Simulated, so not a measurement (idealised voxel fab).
Process module, titled voxel self aligned vias
FYI the section here is cut, 205 nm wide, cells are 5 nm squares.
Cross-section, as written here: a square-cell grid given band by band from the top down, where a band holds one or more rows of cells.
Look at the band entry: it leads with the top's height and the bottom's height in nm. Then it lists the materials left to right, with a width in nm for each. The word "everywhere" on a single material says that material fills the band edge to edge. The word "air" is empty space.
The reference from which all heights are counted is 0, the level beneath which the as-received wafer is entirely one material; the lowest band, having no lower bound, proceeds downward and is written after the example "z 0 and below".
A width given as "30..40" starts at the first number in the band's top row and ends at the second number in its bottom row, shifting by an equal amount at every step from row to row.
Given "no modifications" for a step, no cell of the cross-section differs between before and after that step.
Any empty space of 8 cells or more lacking an open way to the top shows up in "Enclosed void inventory" as width x height at distance, distance from the left edge, in nm.
Formally, on a step line, whatever follows the settings is a remark that the simulator itself makes on the step.
"overlay nm" answers the question of how far to the right of plan the mask lay on a step that has a mask, and when it is negative the answer is to the left.
Process steps - plan
1,RECEIVE, material Si
2,CONFORMAL_DEP, material SiO2, thk nm 10
3,CONFORMAL_DEP, material SiCN, thk nm 5
4,DIRECTIONAL_DEP, material lowk, thk nm 30
5,MASKED_ETCH, tone open, mask id LINES, width nm 20, pitch nm 50, etch materials lowk, depth nm 30, overlay nm 0
6,CONFORMAL_DEP, material TiN, thk nm 5
7,FILL_DEP, material W, thk nm 10
8,CMP, height nm 45
9,SELECTIVE_ETCH, etch materials W Ru TiN, depth nm 5
10,FILL_DEP, material SiN, thk nm 10
11,CMP, height nm 45
12,DIRECTIONAL_DEP, material lowk, thk nm 20
13,MASKED_ETCH, tone open, mask id VIAS, width nm 30, pitch nm 50, etch materials lowk, depth nm 20, overlay nm 0
14,MASKED_ETCH, tone open, mask id VIAS, width nm 30, pitch nm 50, etch materials SiN, depth nm 5, overlay nm 0
15,CONFORMAL_DEP, material TiN, thk nm 5
16,FILL_DEP, material Cu, thk nm 10
17,CMP, height nm 65
18,CONFORMAL_DEP, material SiN, thk nm 5
Wafer at receipt (post step 1), cross-section
> z 0 and below  Si everywhere
> Enclosed void inventory: none
Cross-section at module end, one run error; start and plan unchanged from above
> z 70 to 65  SiN everywhere
> z 65 to 45  60 of lowk / 5 of TiN / 20 of Cu / 5 of TiN / 20 of lowk / 5 of TiN / 20 of Cu / 5 of TiN / 65 of lowk
> z 45 to 40  60 of lowk / 30 of TiN / 20 of lowk / 30 of TiN / 65 of lowk
> z 40 to 35  60 of lowk / 10 of TiN / 10 of W / 10 of TiN / 20 of lowk / 10 of TiN / 10 of W / 10 of TiN / 65 of lowk
> z 35 to 20  65 of lowk / 5 of TiN / 10 of W / 5 of TiN / 30 of lowk / 5 of TiN / 10 of W / 5 of TiN / 70 of lowk
> z 20 to 15  65 of lowk / 20 of TiN / 30 of lowk / 20 of TiN / 70 of lowk
> z 15 to 10  SiCN everywhere
> z 10 to 0  SiO2 everywhere
> z 0 and below  Si everywhere
> Enclosed void inventory: none
Here's what went sideways: planned and actual differ for step 13; actual: MASKED_ETCH, tone open, mask id VIAS, width nm 30, pitch nm 50, etch materials lowk, depth nm 30, overlay nm 0
